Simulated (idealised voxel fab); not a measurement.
process module | voxel capacitor over wiring
cross-section cut | 170 nm wide | cells 5 nm
A cross-section is a grid of square cells, given in bands from the top down. A band is one or more rows of cells.
Each band's line starts with the height of the band's top and of its bottom, in nm. Then come its materials from left to right, each with its width in nm. One material with "throughout" fills the band from edge to edge. "air" is empty space.
Height 0 is the level under which the wafer as received is all one material. The lowest band goes on downwards, as in "0 down".
A width such as "30 to 40" changes by the same amount from each row of cells to the next, from the band's top row to its bottom row.
"no change" after a step means that no cell of the cross-section changed.
closed voids: empty space of 8 cells or more with no open way to the top, each as width x height at its distance from the left edge, in nm
after a step's settings: what the simulator itself notes on the step
overlay nm, on a step with a mask: how far to the right of its planned place the mask lay; to the left if negative
plan
1 op RECEIVE | material Si
2 op CONFORMAL_DEP | material SiO2 | thk nm 15
3 op CONFORMAL_DEP | material SiN | thk nm 5
4 op DIRECTIONAL_DEP | material SiO2 | thk nm 25
5 op DIRECTIONAL_DEP | material aC | thk nm 15
6 op PATTERN | tone open | mask id METAL_1 | material resist | width nm 30 | pitch nm 90 | thk nm 30 | overlay nm 0
7 op DIRECTIONAL_ETCH | etch materials aC | depth nm 15
8 op STRIP | etch materials resist
9 op DIRECTIONAL_ETCH | etch materials SiO2 | depth nm 25
10 op DIRECTIONAL_ETCH | etch materials SiN | depth nm 5
11 op STRIP | etch materials aC
12 op CONFORMAL_DEP | material TiN | thk nm 5
13 op FILL_DEP | material Cu | thk nm 10
14 op CMP | height nm 45
15 op CONFORMAL_DEP | material SiCN | thk nm 5
16 op DIRECTIONAL_DEP | material SiO2 | thk nm 15
17 op PATTERN | tone open | mask id PLUG_1 | material resist | width nm 15 | thk nm 20 | overlay nm 0
18 op DIRECTIONAL_ETCH | etch materials SiO2 | depth nm 15
19 op DIRECTIONAL_ETCH | etch materials SiCN | depth nm 5
20 op STRIP | etch materials resist
21 op CONFORMAL_DEP | material TiN | thk nm 5
22 op FILL_DEP | material W | thk nm 5
23 op CMP | height nm 65
24 op DIRECTIONAL_DEP | material TiN | thk nm 5
25 op DIRECTIONAL_DEP | material SiN | thk nm 5
26 op DIRECTIONAL_DEP | material TiN | thk nm 5
27 op MASKED_ETCH | tone cover | mask id UPPER_PLATE | width nm 65 | etch materials TiN | depth nm 5 | overlay nm 0
28 op MASKED_ETCH | tone cover | mask id UPPER_PLATE | width nm 65 | etch materials SiN | depth nm 5 | overlay nm 0
29 op DIRECTIONAL_DEP | material aC | thk nm 15
30 op PATTERN | tone cover | mask id LOWER_PLATE | material resist | width nm 75 | thk nm 35 | overlay nm 0
31 op DIRECTIONAL_ETCH | etch materials aC | depth nm 15
32 op STRIP | etch materials resist
33 op DIRECTIONAL_ETCH | etch materials TiN | depth nm 5
34 op STRIP | etch materials aC
35 op FILL_DEP | material SiO2 | thk nm 15
36 op CMP | height nm 90
37 op MASKED_ETCH | tone open | mask id PLUG_2 | width nm 15 | etch materials SiO2 | depth nm 10 | overlay nm 0
38 op CONFORMAL_DEP | material TiN | thk nm 5
39 op FILL_DEP | material Cu | thk nm 5
40 op CMP | height nm 90
41 op CONFORMAL_DEP | material SiCN | thk nm 5
as received, after step 1
  0 down: Si throughout
  closed voids: none
a wafer at the end: this start, this plan, one mistake
  95 to 90: SiCN throughout
  90 to 85: SiO2 50 | TiN 5 | Cu 5 | TiN 5 | SiO2 105
  85 to 75: SiO2 50 to 40 | TiN 15 to 65 | SiO2 105 to 65
  75 to 70: SiO2 40 | SiN 65 | SiO2 65
  70 to 65: SiO2 35 | TiN 75 | SiO2 60
  65 to 50: SiO2 40 | TiN 5 | W 5 | TiN 5 | SiO2 115
  50 to 45: SiCN 40 | TiN 15 | SiCN 115
  45 to 20: SiO2 25 | SiCN 5 | Cu 20 | SiCN 5 | SiO2 60 | SiCN 5 | Cu 20 | SiCN 5 | SiO2 25
  20 to 15: SiN 25 | SiCN 30 | SiN 60 | SiCN 30 | SiN 25
  15 to 0: SiO2 throughout
  0 down: Si throughout
  closed voids: none
what went wrong: step 12 ran as: op CONFORMAL_DEP | material SiCN | thk nm 5
